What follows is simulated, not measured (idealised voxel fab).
A process module follows: voxel tone inversion.
The width of the displayed cross-section, cut, is 280 nm; its cells are square, with a size of 5 nm.
Cross-section = grid of square cells, listed top down in bands; band = one or more rows.
What a band's entry tells you: where the top is and where the bottom is, as heights in nm, and after that what lies inside, material by material from left to right, each with its width in nm. Empty space is written as the word "air", and a single material marked with the word "throughout" occupies the band from edge to edge.
Counting heights begins at 0, where everything beneath is, in the wafer as received, one material. The lowest band has no bottom; it goes on downwards, as "0 and below" shows.
Width "30->40": first value at the band's top row of cells, second value at its bottom row, equal change from row to row.
What does "everything unchanged" mean for a step? It means no cell of the cross-section changed in that step.
"Closed void list" specifies each empty space that is not open to the top and that occupies no fewer than 8 cells, using the form width x height at distance, the distance measured from the left edge and all three quantities in nm.
That trailing text on a step's line, after the settings, is the simulator's own remark on the step.
A step's line can hold "overlay nm"; with a mask on that step, the setting says how far right of the planned place the mask lay, while a negative setting says it lay to the left.
**These are the steps we planned for the process**
1) RECEIVE: material Si
2) CONFORMAL_DEP: material SiCN, thk nm 10
3) DIRECTIONAL_DEP: material aC, thk nm 20
4) PATTERN: tone cover, mask id POSTS, material resist, width nm 15, pitch nm 30, thk nm 30, overlay nm 0
5) DIRECTIONAL_ETCH: etch materials aC, depth nm 20
6) STRIP: etch materials resist
7) FILL_DEP: material SiO2, thk nm 5
8) CMP: height nm 30
9) STRIP: etch materials aC
**First wafer, two in total, run as planned**
**Cross-section: wafer on arrival = after step 1**
* 0 and below  Si throughout
* Closed void list: none
**You're looking at a cross-section of the wafer after step 2**
* 10 down to 0  SiCN throughout
* For the remainder of the cross-section, below 0, there is no change.
**You're looking at a cross-section of the wafer after step 3**
* 30 down to 10  aC throughout
* For the remainder of the cross-section, below 10, there is no change.
**You're looking at a cross-section of the wafer after step 4**
* 60 down to 30  air=100 | resist=15 | air=15 | resist=15 | air=15 | resist=15 | air=105
* For the remainder of the cross-section, below 30, there is no change.
**You're looking at a cross-section of the wafer after step 5**
* 40 down to 30  air=100 | resist=15 | air=15 | resist=15 | air=15 | resist=15 | air=105
* 30 down to 10  air=100 | aC=15 | air=15 | aC=15 | air=15 | aC=15 | air=105
* For the remainder of the cross-section, below 10, there is no change.
**You're looking at a cross-section of the wafer after step 6**
* 30 down to 10  air=100 | aC=15 | air=15 | aC=15 | air=15 | aC=15 | air=105
* For the remainder of the cross-section, below 10, there is no change.
**You're looking at a cross-section of the wafer after step 7**
* 35 down to 30  SiO2 throughout
* 30 down to 10  SiO2=100 | aC=15 | SiO2=15 | aC=15 | SiO2=15 | aC=15 | SiO2=105
* For the remainder of the cross-section, below 10, there is no change.
**You're looking at a cross-section of the wafer after step 8**
* 30 down to 10  SiO2=100 | aC=15 | SiO2=15 | aC=15 | SiO2=15 | aC=15 | SiO2=105
* For the remainder of the cross-section, below 10, there is no change.
**You're looking at a cross-section of the wafer after step 9**
* 30 down to 10  SiO2=100 | air=15 | SiO2=15 | air=15 | SiO2=15 | air=15 | SiO2=105
* For the remainder of the cross-section, below 10, there is no change.
**Wafer two: like wafer one in start and plan, but with one mistake in execution; identical up to and including step 2**
**Second wafer cross-section, taken as of the time the plan sets for step 3 to be done**
* 30 down to 10  SiO2 throughout
* For the remainder of the cross-section, below 10, there is no change.
**Second wafer cross-section, taken as of the time the plan sets for step 4 to be done**
* 60 down to 30  air=100 | resist=15 | air=15 | resist=15 | air=15 | resist=15 | air=105
* For the remainder of the cross-section, below 30, there is no change.
**Second wafer cross-section, taken as of the time the plan sets for step 5 to be done**
* 40 down to 30  air=100 | resist=15 | air=15 | resist=15 | air=15 | resist=15 | air=105
* For the remainder of the cross-section, below 30, there is no change.
**Second wafer cross-section, taken as of the time the plan sets for step 6 to be done**
* 30 down to 10  SiO2 throughout
* For the remainder of the cross-section, below 10, there is no change.
**Second wafer cross-section, taken as of the time the plan sets for step 7 to be done**
* 35 down to 10  SiO2 throughout
* For the remainder of the cross-section, below 10, there is no change.
**Second wafer cross-section, taken as of the time the plan sets for step 8 to be done**
* 30 down to 10  SiO2 throughout
* For the remainder of the cross-section, below 10, there is no change.
Second wafer cross-section, taken as of the time the plan sets for step 9 to be done: everything unchanged
The mistake made against the process plan was this: for step 3, the planned setting was not used; the step was instead run as DIRECTIONAL_DEP: material SiO2, thk nm 20
Per the end-of-run cell counts, the second wafer holds more or fewer of some materials than the first: SiO2: 36 more
